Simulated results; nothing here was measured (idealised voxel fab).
process module | voxel plated lines
cross-section cut | 245 nm wide | cells 5 nm
A cross-section is a grid of square cells, given in bands from the top down. A band is one or more rows of cells.
Each band's line starts with the height of the band's top and of its bottom, in nm. Then come its materials from left to right, each with its width in nm. One material with "throughout" fills the band from edge to edge. "air" is empty space.
Height 0 is the level under which the wafer as received is all one material. The lowest band goes on downwards, as in "0 down".
A width such as "30 to 40" changes by the same amount from each row of cells to the next, from the band's top row to its bottom row.
"no change" after a step means that no cell of the cross-section changed.
closed voids: empty space of 8 cells or more with no open way to the top, each as width x height at its distance from the left edge, in nm
after a step's settings: what the simulator itself notes on the step
overlay nm, on a step with a mask: how far to the right of its planned place the mask lay; to the left if negative
plan
1 op RECEIVE | material Si
2 op CONFORMAL_DEP | material SiO2 | thk nm 10
3 op DIRECTIONAL_DEP | material TiN | thk nm 5
4 op PATTERN | tone open | mask id LINES | material resist | width nm 15 | pitch nm 35 | thk nm 25 | overlay nm 0
5 op EPI | material Ru | thk nm 5
6 op EPI | material Ru | thk nm 10
7 op STRIP | etch materials resist
8 op DIRECTIONAL_ETCH | etch materials TiN | depth nm 5
9 op CONFORMAL_DEP | material SiCN | thk nm 5
varied across the wafers: thk nm of step 3. The plan shows the first wafer's value. All wafers start alike
first wafer as received, after step 1
  0 down: Si throughout
  closed voids: none
each wafer at the end: cells of each material gained (+) or lost (-) since it was received, then its closed voids
thk nm 5 | +18 Ru | +65 SiCN | +98 SiO2 | +6 TiN | closed voids: none
thk nm 10 | +18 Ru | +65 SiCN | +98 SiO2 | +55 TiN | closed voids: none
thk nm 15 | +18 Ru | +65 SiCN | +98 SiO2 | +104 TiN | closed voids: none
thk nm 20 | +18 Ru | +65 SiCN | +98 SiO2 | +153 TiN | closed voids: none
